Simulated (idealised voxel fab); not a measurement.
The following is a process module called voxel tone inversion.
FYI the section here is cut, 300 nm wide, cells are 5 nm squares.
A cross-section in this document is a grid of square cells, and it is written down as bands, the top band listed before the ones below it; a band is made up of one or more rows of cells.
What a band's entry tells you: where the top is and where the bottom is, as heights in nm, and after that what lies inside, material by material from left to right, each with its width in nm. Empty space is written as the word "empty", and a single material marked with the word "edge to edge" occupies the band from edge to edge.
Beneath 0, the wafer as received is one material, and that level is where height counting begins. The lowest band goes on downward without a bottom; it is written like "0 -> down".
Think of "30 to 40" as a width that walks from the first number to the second as you go down the band, top row to bottom row, taking equal-sized steps from row to row.
Step marked "no modifications"? Then no cell in the cross-section changed in it.
Basically, "Fully enclosed voids" tells you about the enclosed voids: empty spaces with no open way to the top, 8 cells or bigger, each written width x height at distance, where distance is from the left edge, all in nm.
If you see something after the settings on a step's line, that's the simulator's own remark about that step.
What "overlay nm" on a step's line means: if the step has a mask, that mask lay this far to the right of its planned place, or, when the value is negative, to the left.

THE FOLLOWING LIST GIVES THE PLANNED PROCESS STEPS
1 RECEIVE [material Si]
2 CONFORMAL_DEP [material SiN] [thk nm 5]
3 DIRECTIONAL_DEP [material aC] [thk nm 20]
4 PATTERN [tone cover] [mask id POSTS] [material resist] [width nm 25] [pitch nm 45] [thk nm 25] [overlay nm 0]
5 DIRECTIONAL_ETCH [etch materials aC] [depth nm 20]
6 STRIP [etch materials resist]
7 FILL_DEP [material SiO2] [thk nm 10]
8 CMP [height nm 25]
9 STRIP [etch materials aC]

THE CROSS-SECTION HERE SHOWS THE WAFER AS RECEIVED, I.E. IN ITS STATE AFTER STEP 1
	0 -> down = Si edge to edge
	Fully enclosed voids: none

FIRST OF TWO WAFERS AT THE END OF THE MODULE, SHOWN IN CROSS-SECTION; RUN CARRIED OUT AS PLANNED
	25 -> 5 = SiO2=70  empty=25  SiO2=20  empty=25  SiO2=20  empty=25  SiO2=20  empty=25  SiO2=70
	5 -> 0 = SiN edge to edge
	0 -> down = Si edge to edge
	Fully enclosed voids: none

CROSS-SECTION AT END OF MODULE FOR THE SECOND WAFER OF TWO, WHICH MATCHED THE FIRST IN STARTING POINT AND PLAN AND DIFFERED BY ONE MISTAKE IN ITS PROCESSING
	25 -> 5 = empty=70  SiO2=25  empty=20  SiO2=25  empty=20  SiO2=25  empty=20  SiO2=25  empty=70
	5 -> 0 = SiN edge to edge
	0 -> down = Si edge to edge
	Fully enclosed voids: none
what went wrong: the process deviated at step 4: the operation and settings actually run there were PATTERN [tone open] [mask id POSTS] [material resist] [width nm 25] [pitch nm 45] [thk nm 25] [overlay nm 0]
Final comparison by cell count, materials where the second wafer has more or fewer than the first: 80 fewer of SiO2
